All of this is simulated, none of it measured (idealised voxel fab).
Title: Process Module voxel released beams
Section cut is 155 nm wide and gridded with 5 nm square cells.
Throughout this document, each cross-section is represented as a grid of square cells and is presented as a sequence of bands enumerated from the top downward, where a band comprises one or more rows of cells.
Look at the band entry: it leads with the top's height and the bottom's height in nm. Then it lists the materials left to right, with a width in nm for each. The word "edge to edge" on a single material says that material fills the band edge to edge. The word "air" is empty space.
Basically, 0 is our baseline, since under it the wafer straight out of the box is all one material. The bottom band has no lower end and keeps on going down, so it looks like "0 and below".
Top row gets the first number, bottom row gets the second, and each row in between changes by the same step: that is how a band width like "30 to 40" works.
You'll sometimes find "stayed the same" written for a step, and that's the way of saying that nowhere in the cross-section did a cell change during that step.
In "Closed void roster" the enclosed voids are listed, meaning empty spaces of 8 cells or larger without any opening to the top. The form is width x height at distance, distance from the left edge, units nm.
Formally, on a step line, whatever follows the settings is a remark that the simulator itself makes on the step.
When a step includes a mask, the "overlay nm" setting on its line states how far to the right of its planned place that mask lay, and negative values state how far to the left.

THE PROCESS STEPS THAT WERE PLANNED ARE LISTED BELOW
1 RECEIVE | material Si
2 CONFORMAL_DEP | material Al2O3 | thk nm 10
3 DIRECTIONAL_DEP | material SiO2 | thk nm 10
4 DIRECTIONAL_DEP | material aC | thk nm 15
5 PATTERN | tone open | mask id ANCHOR | material resist | width nm 40 | thk nm 35 | overlay nm 0
6 DIRECTIONAL_ETCH | etch materials aC | depth nm 15
7 STRIP | etch materials resist
8 DIRECTIONAL_ETCH | etch materials SiO2 | depth nm 10
9 STRIP | etch materials aC
10 CONFORMAL_DEP | material SiN | thk nm 15
11 MASKED_ETCH | tone cover | mask id BEAM | width nm 90 | etch materials SiN | depth nm 15 | overlay nm 0
12 STRIP | etch materials SiO2

CROSS-SECTION OF THE WAFER AT RECEIPT, WHICH IS THE CONDITION AFTER STEP 1
- 0 and below = Si edge to edge
- Closed void roster: none

CROSS-SECTION TAKEN AT MODULE COMPLETION ON THE FIRST OF TWO WAFERS; PROCESSED PER THE PLAN
- 35 down to 25 = air (30) | SiN (20) | air (10) | SiN (60) | air (35)
- 25 down to 20 = air (30) | SiN (90) | air (35)
- 20 down to 10 = air (35) | SiN (40) | air (80)
- 10 down to 0 = Al2O3 edge to edge
- 0 and below = Si edge to edge
- Closed void roster: none

CROSS-SECTION, SECOND WAFER: SAME START AS THE FIRST, SAME PLAN AS THE FIRST, ONE MISTAKE IN RUNNING IT; TAKEN AT THE END OF THE MODULE
- 45 down to 30 = air (30) | SiN (90) | air (35)
- 30 down to 20 = SiN edge to edge
- 20 down to 10 = SiO2 (35) | SiN (40) | SiO2 (80)
- 10 down to 0 = Al2O3 edge to edge
- 0 and below = Si edge to edge
- Closed void roster: none
The plan and the run diverged here: step 10 off recipe, ran as CONFORMAL_DEP | material SiN | thk nm 25
It is noted that, at the conclusion of processing, the second wafer exhibits a higher or lower cell count for certain materials relative to the first: SiN +66; SiO2 +46
